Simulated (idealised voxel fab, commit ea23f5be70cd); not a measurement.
Name of the process module below: voxel self aligned vias
Shown is cross-section cut, with a width of 205 nm and square cells of size 5 nm.
Cross-section, as written here: a square-cell grid given band by band from the top down, where a band holds one or more rows of cells.
Band: top and bottom heights (nm) first, top before bottom; then materials from left to right, widths in nm. "all across" marks a sole material filling the band edge to edge. "blank" denotes empty space.
It should be noted that heights are counted from 0, beneath which the wafer as supplied is of one material throughout, and that the lowest band possesses no lower boundary but continues downward, as written in "z 0 and below".
Width: "30->40" (first number = top row, second number = bottom row, same change from row to row of cells).
The cross-section has no changed cell in any step marked "no alteration".
"Sealed internal cavities": empty spaces of 8 cells or more with no open way to the top, each given as width x height at distance, distance from the left edge, all in nm.
Read whatever lies past the settings on a step's line as the simulator's own remark about the step.
overlay nm: mask offset rightward from planned place, masked step; negative means leftward offset.
LISTED BELOW ARE THE PROCESS STEPS AS PLANNED
1,RECEIVE, material Si
2,CONFORMAL_DEP, material SiO2, thk nm 10
3,CONFORMAL_DEP, material SiCN, thk nm 5
4,DIRECTIONAL_DEP, material lowk, thk nm 20
5,DIRECTIONAL_DEP, material aC, thk nm 10
6,PATTERN, tone open, mask id LINES, material resist, width nm 30, pitch nm 80, thk nm 30, overlay nm 0
7,DIRECTIONAL_ETCH, etch materials aC, depth nm 10
8,STRIP, etch materials resist
9,DIRECTIONAL_ETCH, etch materials lowk, depth nm 20
10,STRIP, etch materials aC
11,CONFORMAL_DEP, material TiN, thk nm 5
12,FILL_DEP, material Ru, thk nm 5
13,CMP, height nm 35
14,SELECTIVE_ETCH, etch materials W Ru TiN, depth nm 10
15,FILL_DEP, material SiN, thk nm 10
16,CMP, height nm 35
17,DIRECTIONAL_DEP, material lowk, thk nm 15
18,DIRECTIONAL_DEP, material aC, thk nm 10
19,PATTERN, tone open, mask id VIAS, material resist, width nm 50, thk nm 30, overlay nm 0
20,DIRECTIONAL_ETCH, etch materials aC, depth nm 10
21,STRIP, etch materials resist
22,DIRECTIONAL_ETCH, etch materials lowk, depth nm 15
23,DIRECTIONAL_ETCH, etch materials SiN, depth nm 10
24,STRIP, etch materials aC
25,CONFORMAL_DEP, material TiN, thk nm 5
26,FILL_DEP, material W, thk nm 10
27,CMP, height nm 50
28,CONFORMAL_DEP, material SiN, thk nm 5
FIRST OF TWO WAFERS, WITH THE RUN CARRIED OUT AS PLANNED
THE CROSS-SECTION HERE SHOWS THE WAFER AS RECEIVED, I.E. IN ITS STATE AFTER STEP 1
    z 0 and below | Si all across
    Sealed internal cavities: none
THE FOLLOWING CROSS-SECTION DEPICTS THE WAFER UPON COMPLETION OF STEP 2
    z 10 to 0 | SiO2 all across
    At heights below 0, the structure remains unaltered.
THE FOLLOWING CROSS-SECTION DEPICTS THE WAFER UPON COMPLETION OF STEP 3
    z 15 to 10 | SiCN all across
    At heights below 10, the structure remains unaltered.
THE FOLLOWING CROSS-SECTION DEPICTS THE WAFER UPON COMPLETION OF STEP 4
    z 35 to 15 | lowk all across
    At heights below 15, the structure remains unaltered.
THE FOLLOWING CROSS-SECTION DEPICTS THE WAFER UPON COMPLETION OF STEP 5
    z 45 to 35 | aC all across
    At heights below 35, the structure remains unaltered.
THE FOLLOWING CROSS-SECTION DEPICTS THE WAFER UPON COMPLETION OF STEP 6
    z 75 to 45 | resist 45 nm / blank 30 nm / resist 50 nm / blank 30 nm / resist 50 nm
    At heights below 45, the structure remains unaltered.
THE FOLLOWING CROSS-SECTION DEPICTS THE WAFER UPON COMPLETION OF STEP 7
    z 65 to 45 | resist 45 nm / blank 30 nm / resist 50 nm / blank 30 nm / resist 50 nm
    z 45 to 35 | aC 45 nm / blank 30 nm / aC 50 nm / blank 30 nm / aC 50 nm
    At heights below 35, the structure remains unaltered.
THE FOLLOWING CROSS-SECTION DEPICTS THE WAFER UPON COMPLETION OF STEP 8
    z 45 to 35 | aC 45 nm / blank 30 nm / aC 50 nm / blank 30 nm / aC 50 nm
    At heights below 35, the structure remains unaltered.
THE FOLLOWING CROSS-SECTION DEPICTS THE WAFER UPON COMPLETION OF STEP 9
    z 45 to 35 | aC 45 nm / blank 30 nm / aC 50 nm / blank 30 nm / aC 50 nm
    z 35 to 15 | lowk 45 nm / blank 30 nm / lowk 50 nm / blank 30 nm / lowk 50 nm
    At heights below 15, the structure remains unaltered.
THE FOLLOWING CROSS-SECTION DEPICTS THE WAFER UPON COMPLETION OF STEP 10
    z 35 to 15 | lowk 45 nm / blank 30 nm / lowk 50 nm / blank 30 nm / lowk 50 nm
    At heights below 15, the structure remains unaltered.
THE FOLLOWING CROSS-SECTION DEPICTS THE WAFER UPON COMPLETION OF STEP 11
    z 40 to 35 | TiN 50 nm / blank 20 nm / TiN 60 nm / blank 20 nm / TiN 55 nm
    z 35 to 20 | lowk 45 nm / TiN 5 nm / blank 20 nm / TiN 5 nm / lowk 50 nm / TiN 5 nm / blank 20 nm / TiN 5 nm / lowk 50 nm
    z 20 to 15 | lowk 45 nm / TiN 30 nm / lowk 50 nm / TiN 30 nm / lowk 50 nm
    At heights below 15, the structure remains unaltered.
THE FOLLOWING CROSS-SECTION DEPICTS THE WAFER UPON COMPLETION OF STEP 12
    z 45 to 40 | Ru all across
    z 40 to 35 | TiN 50 nm / Ru 20 nm / TiN 60 nm / Ru 20 nm / TiN 55 nm
    z 35 to 20 | lowk 45 nm / TiN 5 nm / Ru 20 nm / TiN 5 nm / lowk 50 nm / TiN 5 nm / Ru 20 nm / TiN 5 nm / lowk 50 nm
    At heights below 20, the structure remains unaltered.
THE FOLLOWING CROSS-SECTION DEPICTS THE WAFER UPON COMPLETION OF STEP 13
    z 35 to 20 | lowk 45 nm / TiN 5 nm / Ru 20 nm / TiN 5 nm / lowk 50 nm / TiN 5 nm / Ru 20 nm / TiN 5 nm / lowk 50 nm
    At heights below 20, the structure remains unaltered.
THE FOLLOWING CROSS-SECTION DEPICTS THE WAFER UPON COMPLETION OF STEP 14
    z 35 to 25 | lowk 45 nm / blank 30 nm / lowk 50 nm / blank 30 nm / lowk 50 nm
    At heights below 25, the structure remains unaltered.
THE FOLLOWING CROSS-SECTION DEPICTS THE WAFER UPON COMPLETION OF STEP 15
    z 45 to 35 | SiN all across
    z 35 to 25 | lowk 45 nm / SiN 30 nm / lowk 50 nm / SiN 30 nm / lowk 50 nm
    At heights below 25, the structure remains unaltered.
THE FOLLOWING CROSS-SECTION DEPICTS THE WAFER UPON COMPLETION OF STEP 16
    z 35 to 25 | lowk 45 nm / SiN 30 nm / lowk 50 nm / SiN 30 nm / lowk 50 nm
    At heights below 25, the structure remains unaltered.
THE FOLLOWING CROSS-SECTION DEPICTS THE WAFER UPON COMPLETION OF STEP 17
    z 50 to 35 | lowk all across
    At heights below 35, the structure remains unaltered.
THE FOLLOWING CROSS-SECTION DEPICTS THE WAFER UPON COMPLETION OF STEP 18
    z 60 to 50 | aC all across
    At heights below 50, the structure remains unaltered.
THE FOLLOWING CROSS-SECTION DEPICTS THE WAFER UPON COMPLETION OF STEP 19
    z 90 to 60 | resist 35 nm / blank 50 nm / resist 120 nm
    At heights below 60, the structure remains unaltered.
THE FOLLOWING CROSS-SECTION DEPICTS THE WAFER UPON COMPLETION OF STEP 20
    z 80 to 60 | resist 35 nm / blank 50 nm / resist 120 nm
    z 60 to 50 | aC 35 nm / blank 50 nm / aC 120 nm
    At heights below 50, the structure remains unaltered.
THE FOLLOWING CROSS-SECTION DEPICTS THE WAFER UPON COMPLETION OF STEP 21
    z 60 to 50 | aC 35 nm / blank 50 nm / aC 120 nm
    At heights below 50, the structure remains unaltered.
THE FOLLOWING CROSS-SECTION DEPICTS THE WAFER UPON COMPLETION OF STEP 22
    z 60 to 50 | aC 35 nm / blank 50 nm / aC 120 nm
    z 50 to 35 | lowk 35 nm / blank 50 nm / lowk 120 nm
    At heights below 35, the structure remains unaltered.
THE FOLLOWING CROSS-SECTION DEPICTS THE WAFER UPON COMPLETION OF STEP 23
    z 60 to 50 | aC 35 nm / blank 50 nm / aC 120 nm
    z 50 to 35 | lowk 35 nm / blank 50 nm / lowk 120 nm
    z 35 to 25 | lowk 45 nm / blank 30 nm / lowk 50 nm / SiN 30 nm / lowk 50 nm
    At heights below 25, the structure remains unaltered.
THE FOLLOWING CROSS-SECTION DEPICTS THE WAFER UPON COMPLETION OF STEP 24
    z 50 to 35 | lowk 35 nm / blank 50 nm / lowk 120 nm
    At heights below 35, the structure remains unaltered.
THE FOLLOWING CROSS-SECTION DEPICTS THE WAFER UPON COMPLETION OF STEP 25
    z 55 to 50 | TiN 40 nm / blank 40 nm / TiN 125 nm
    z 50 to 40 | lowk 35 nm / TiN 5 nm / blank 40 nm / TiN 5 nm / lowk 120 nm
    z 40 to 35 | lowk 35 nm / TiN 15 nm / blank 20 nm / TiN 15 nm / lowk 120 nm
    z 35 to 30 | lowk 45 nm / TiN 5 nm / blank 20 nm / TiN 5 nm / lowk 50 nm / SiN 30 nm / lowk 50 nm
    z 30 to 25 | lowk 45 nm / TiN 30 nm / lowk 50 nm / SiN 30 nm / lowk 50 nm
    At heights below 25, the structure remains unaltered.
THE FOLLOWING CROSS-SECTION DEPICTS THE WAFER UPON COMPLETION OF STEP 26
    z 65 to 55 | W all across
    z 55 to 50 | TiN 40 nm / W 40 nm / TiN 125 nm
    z 50 to 40 | lowk 35 nm / TiN 5 nm / W 40 nm / TiN 5 nm / lowk 120 nm
    z 40 to 35 | lowk 35 nm / TiN 15 nm / W 20 nm / TiN 15 nm / lowk 120 nm
    z 35 to 30 | lowk 45 nm / TiN 5 nm / W 20 nm / TiN 5 nm / lowk 50 nm / SiN 30 nm / lowk 50 nm
    At heights below 30, the structure remains unaltered.
THE FOLLOWING CROSS-SECTION DEPICTS THE WAFER UPON COMPLETION OF STEP 27
    z 50 to 40 | lowk 35 nm / TiN 5 nm / W 40 nm / TiN 5 nm / lowk 120 nm
    At heights below 40, the structure remains unaltered.
THE FOLLOWING CROSS-SECTION DEPICTS THE WAFER UPON COMPLETION OF STEP 28
    z 55 to 50 | SiN all across
    At heights below 50, the structure remains unaltered.
OKAY, SECOND WAFER. NOTHING DIFFERENT AT THE START, NOTHING DIFFERENT IN THE PLAN, JUST ONE MISTAKE SOMEWHERE IN THE RUNNING. AS FAR AS STEP 21, COUNTING THAT STEP, IT'S THE FIRST WAFER ALL OVER AGAIN
SECOND WAFER AT THE PLANNED FINISH OF STEP 22, SEEN IN CROSS-SECTION
    z 60 to 50 | aC 35 nm / blank 50 nm / aC 120 nm
    z 50 to 35 | lowk 35 nm / blank 50 nm / lowk 120 nm
    z 35 to 25 | lowk 35 nm / blank 10 nm / SiN 30 nm / blank 10 nm / lowk 40 nm / SiN 30 nm / lowk 50 nm
    z 25 to 20 | lowk 35 nm / blank 10 nm / TiN 5 nm / Ru 20 nm / TiN 5 nm / blank 10 nm / lowk 40 nm / TiN 5 nm / Ru 20 nm / TiN 5 nm / lowk 50 nm
    At heights below 20, the structure remains unaltered.
SECOND WAFER AT THE PLANNED FINISH OF STEP 23, SEEN IN CROSS-SECTION
    z 60 to 50 | aC 35 nm / blank 50 nm / aC 120 nm
    z 50 to 35 | lowk 35 nm / blank 50 nm / lowk 120 nm
    z 35 to 25 | lowk 35 nm / blank 50 nm / lowk 40 nm / SiN 30 nm / lowk 50 nm
    At heights below 25, the structure remains unaltered.
SECOND WAFER AT THE PLANNED FINISH OF STEP 24, SEEN IN CROSS-SECTION
    z 50 to 35 | lowk 35 nm / blank 50 nm / lowk 120 nm
    At heights below 35, the structure remains unaltered.
SECOND WAFER AT THE PLANNED FINISH OF STEP 25, SEEN IN CROSS-SECTION
    z 55 to 50 | TiN 40 nm / blank 40 nm / TiN 125 nm
    z 50 to 35 | lowk 35 nm / TiN 5 nm / blank 40 nm / TiN 5 nm / lowk 120 nm
    z 35 to 30 | lowk 35 nm / TiN 5 nm / blank 40 nm / TiN 5 nm / lowk 40 nm / SiN 30 nm / lowk 50 nm
    z 30 to 25 | lowk 35 nm / TiN 50 nm / lowk 40 nm / SiN 30 nm / lowk 50 nm
    z 25 to 20 | lowk 35 nm / TiN 15 nm / Ru 20 nm / TiN 15 nm / lowk 40 nm / TiN 5 nm / Ru 20 nm / TiN 5 nm / lowk 50 nm
    At heights below 20, the structure remains unaltered.
SECOND WAFER AT THE PLANNED FINISH OF STEP 26, SEEN IN CROSS-SECTION
    z 65 to 55 | W all across
    z 55 to 50 | TiN 40 nm / W 40 nm / TiN 125 nm
    z 50 to 35 | lowk 35 nm / TiN 5 nm / W 40 nm / TiN 5 nm / lowk 120 nm
    z 35 to 30 | lowk 35 nm / TiN 5 nm / W 40 nm / TiN 5 nm / lowk 40 nm / SiN 30 nm / lowk 50 nm
    At heights below 30, the structure remains unaltered.
SECOND WAFER AT THE PLANNED FINISH OF STEP 27, SEEN IN CROSS-SECTION
    z 50 to 35 | lowk 35 nm / TiN 5 nm / W 40 nm / TiN 5 nm / lowk 120 nm
    At heights below 35, the structure remains unaltered.
SECOND WAFER AT THE PLANNED FINISH OF STEP 28, SEEN IN CROSS-SECTION
    z 55 to 50 | SiN all across
    At heights below 50, the structure remains unaltered.
Where did the run depart from the plan? step 22 in the plan was executed twice
The second wafer ends with more or fewer cells of some materials than the first, per final count: TiN: 4 more | W: 8 more | lowk: 12 fewer
